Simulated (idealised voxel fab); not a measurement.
Process module heading - voxel transistor to metal
The cross-section on display is named cut; it measures 175 nm wide, and its cells are 5 nm squares.
If you're reading a cross-section in this doc, picture square cells in a grid; it comes to you as bands, top ones listed first down to the bottom, and a band can be one or more rows of cells. The entry gives the band's vertical extent as a top height and a bottom height in nm, then its horizontal make-up as materials from left to right, each with a width in nm. "blank" stands for empty space; a single material marked "throughout" fills the band edge to edge. Measure heights from 0. That's the level where, below it, the as-received wafer is all one material. The lowest band is bottomless and extends downward; write it as in "from 0 down". Note: "30->40" means the width goes from the first number (top row of the band) to the second number (bottom row) in equal steps per row of cells. "changes: none" -> step changed no cross-section cell. Entry "Sealed cavities" = empty spaces >= 8 cells with no open way to the top; each as width x height at distance, distance from left edge, all nm. On a step's line, text after the settings is the simulator commenting on that step. overlay nm: mask offset rightward from planned place, masked step; negative means leftward offset.
-- Intended process steps
- 1: op RECEIVE | material Si
- 2: op OXIDIZE | depth nm 5
- 3: op CONFORMAL_DEP | material SiN | thk nm 10
- 4: op DIRECTIONAL_DEP | material aC | thk nm 15
- 5: op PATTERN | tone cover | mask id ACTIVE | material resist | width nm 115 | thk nm 35 | overlay nm 0
- 6: op DIRECTIONAL_ETCH | etch materials aC | depth nm 15
- 7: op STRIP | etch materials resist
- 8: op DIRECTIONAL_ETCH | etch materials SiN | depth nm 10
- 9: op DIRECTIONAL_ETCH | etch materials SiO2 | depth nm 5
- 10: op DIRECTIONAL_ETCH | etch materials Si | depth nm 20
- 11: op STRIP | etch materials aC
- 12: op OXIDIZE | depth nm 5
- 13: op FILL_DEP | material SiO2 | thk nm 5
- 14: op CMP | height nm 10
- 15: op SELECTIVE_ETCH | etch materials SiO2 | depth nm 10
- 16: op STRIP | etch materials SiN
- 17: op SELECTIVE_ETCH | etch materials SiO2 | depth nm 5
- 18: op OXIDIZE | depth nm 5
- 19: op DIRECTIONAL_DEP | material polySi | thk nm 30
- 20: op DIRECTIONAL_DEP | material SiCN | thk nm 10
- 21: op PATTERN | tone cover | mask id GATE | material resist | width nm 25 | thk nm 15 | overlay nm 0
- 22: op DIRECTIONAL_ETCH | etch materials SiCN | depth nm 20
- 23: op DIRECTIONAL_ETCH | etch materials polySi | depth nm 40
- 24: op STRIP | etch materials resist
- 25: op CONFORMAL_DEP | material SiO2 | thk nm 5
- 26: op DIRECTIONAL_ETCH | etch materials SiO2 | depth nm 5
- 27: op CONFORMAL_DEP | material SiN | thk nm 10
- 28: op DIRECTIONAL_ETCH | etch materials SiN | depth nm 10
- 29: op DIRECTIONAL_ETCH | etch materials SiO2 | depth nm 5
- 30: op DIRECTIONAL_ETCH | etch materials Si | depth nm 5
- 31: op EPI | material pSi | thk nm 5
- 32: op FILL_DEP | material SiO2 | thk nm 5
- 33: op CMP | height nm 25
- 34: op STRIP | etch materials polySi
- 35: op SELECTIVE_ETCH | etch materials SiO2 | depth nm 5
- 36: op CONFORMAL_DEP | material HfO2 | thk nm 5
- 37: op CONFORMAL_DEP | material TiN | thk nm 5
- 38: op FILL_DEP | material W | thk nm 5
- 39: op CMP | height nm 20
- 40: op DIRECTIONAL_DEP | material SiO2 | thk nm 10
- 41: op MASKED_ETCH | tone open | mask id CONTACT | width nm 20 | pitch nm 75 | etch materials SiO2 | depth nm 40 | overlay nm 0
- 42: op CONFORMAL_DEP | material TiN | thk nm 5
- 43: op FILL_DEP | material W | thk nm 5
- 44: op CMP | height nm 30
- 45: op CONFORMAL_DEP | material SiCN | thk nm 5
- 46: op DIRECTIONAL_DEP | material lowk | thk nm 25
- 47: op PATTERN | tone open | mask id METAL_1 | material resist | width nm 20 | pitch nm 75 | thk nm 20 | overlay nm 0
- 48: op DIRECTIONAL_ETCH | etch materials lowk | depth nm 25
- 49: op DIRECTIONAL_ETCH | etch materials SiCN | depth nm 5
- 50: op STRIP | etch materials resist
- 51: op CONFORMAL_DEP | material TiN | thk nm 5
- 52: op FILL_DEP | material W | thk nm 5
- 53: op CMP | height nm 60
- 54: op EPI | material Ru | thk nm 5
- 55: op FILL_DEP | material SiCN | thk nm 5
- 56: op DIRECTIONAL_DEP | material lowk | thk nm 25
- 57: op PATTERN | tone open | mask id METAL_2 | material resist | width nm 20 | pitch nm 75 | thk nm 15 | overlay nm 0
- 58: op DIRECTIONAL_ETCH | etch materials lowk | depth nm 15
- 59: op STRIP | etch materials resist
- 60: op PATTERN | tone open | mask id METAL_2_HOLES | material resist | width nm 15 | pitch nm 75 | thk nm 15 | overlay nm 0
- 61: op DIRECTIONAL_ETCH | etch materials lowk | depth nm 10
- 62: op DIRECTIONAL_ETCH | etch materials SiCN | depth nm 5
- 63: op STRIP | etch materials resist
- 64: op CONFORMAL_DEP | material TiN | thk nm 5
- 65: op FILL_DEP | material Cu | thk nm 5
- 66: op CMP | height nm 95
- 67: op CONFORMAL_DEP | material SiN | thk nm 5
-- Cross-sectional view of the wafer in its as-received condition, corresponding to the state after step 1
- from 0 down | Si throughout
- Sealed cavities: none
-- Sectioned view, first of two wafers, at the close of the module, processed as intended in the plan
- from 100 to 95 | SiN throughout
- from 95 to 85 | lowk=40; TiN=5; Cu=10; TiN=5; lowk=55; TiN=5; Cu=10; TiN=5; lowk=40
- from 85 to 80 | lowk=40; TiN=5; Cu=5; TiN=10; lowk=55; TiN=5; Cu=5; TiN=10; lowk=40
- from 80 to 70 | lowk=40; TiN=5; Cu=5; TiN=5; lowk=60; TiN=5; Cu=5; TiN=5; lowk=45
- from 70 to 65 | SiCN=40; TiN=15; SiCN=60; TiN=15; SiCN=45
- from 65 to 60 | SiCN=35; Ru=30; SiCN=45; Ru=30; SiCN=35
- from 60 to 35 | lowk=40; TiN=5; W=10; TiN=5; lowk=55; TiN=5; W=10; TiN=5; lowk=40
- from 35 to 30 | SiCN=40; TiN=20; SiCN=55; TiN=20; SiCN=40
- from 30 to 20 | SiO2=40; TiN=5; W=10; TiN=5; SiO2=55; TiN=5; W=10; TiN=5; SiO2=40
- from 20 to 0 | SiO2=40; TiN=5; W=10; TiN=5; SiN=10; HfO2=5; TiN=5; W=15; TiN=5; HfO2=5; SiN=10; TiN=5; W=10; TiN=5; SiO2=40
- from 0 to -5 | SiO2=40; TiN=5; W=5; TiN=10; SiN=10; HfO2=5; TiN=25; HfO2=5; SiN=10; TiN=10; W=5; TiN=5; SiO2=40
- from -5 to -10 | SiO2=40; TiN=15; pSi=5; SiO2=10; HfO2=35; SiO2=10; pSi=5; TiN=15; SiO2=40
- from -10 to -15 | SiO2=35; pSi=25; Si=55; pSi=25; SiO2=35
- from -15 to -30 | SiO2=35; Si=105; SiO2=35
- from -30 down | Si throughout
- Sealed cavities: none
-- So this is wafer number two of the two, cut at the end of the module - it started where the first did and had the same plan, we just got one thing wrong running it
- from 100 to 95 | SiN throughout
- from 95 to 85 | lowk=40; TiN=5; Cu=10; TiN=5; lowk=55; TiN=5; Cu=10; TiN=5; lowk=40
- from 85 to 80 | lowk=40; TiN=5; Cu=5; TiN=10; lowk=55; TiN=5; Cu=5; TiN=10; lowk=40
- from 80 to 70 | lowk=40; TiN=5; Cu=5; TiN=5; lowk=60; TiN=5; Cu=5; TiN=5; lowk=45
- from 70 to 65 | SiCN=40; TiN=15; SiCN=60; TiN=15; SiCN=45
- from 65 to 60 | SiCN=45; Ru=30; SiCN=45; Ru=30; SiCN=25
- from 60 to 35 | lowk=50; TiN=5; W=10; TiN=5; lowk=55; TiN=5; W=10; TiN=5; lowk=30
- from 35 to 30 | SiCN=50; TiN=20; SiCN=55; TiN=20; SiCN=30
- from 30 to 20 | SiO2=40; TiN=5; W=10; TiN=5; SiO2=55; TiN=5; W=10; TiN=5; SiO2=40
- from 20 to 0 | SiO2=40; TiN=5; W=10; TiN=5; SiN=10; HfO2=5; TiN=5; W=15; TiN=5; HfO2=5; SiN=10; TiN=5; W=10; TiN=5; SiO2=40
- from 0 to -5 | SiO2=40; TiN=5; W=5; TiN=10; SiN=10; HfO2=5; TiN=25; HfO2=5; SiN=10; TiN=10; W=5; TiN=5; SiO2=40
- from -5 to -10 | SiO2=40; TiN=15; pSi=5; SiO2=10; HfO2=35; SiO2=10; pSi=5; TiN=15; SiO2=40
- from -10 to -15 | SiO2=35; pSi=25; Si=55; pSi=25; SiO2=35
- from -15 to -30 | SiO2=35; Si=105; SiO2=35
- from -30 down | Si throughout
- Sealed cavities: none
Diagnosis: it should be noted that step 47 was executed with settings other than those planned, the operation and settings actually applied being op PATTERN | tone open | mask id METAL_1 | material resist | width nm 20 | pitch nm 75 | thk nm 20 | overlay nm 10
The two final wafers agree on how many cells each material fills and disagree on which cells those are.
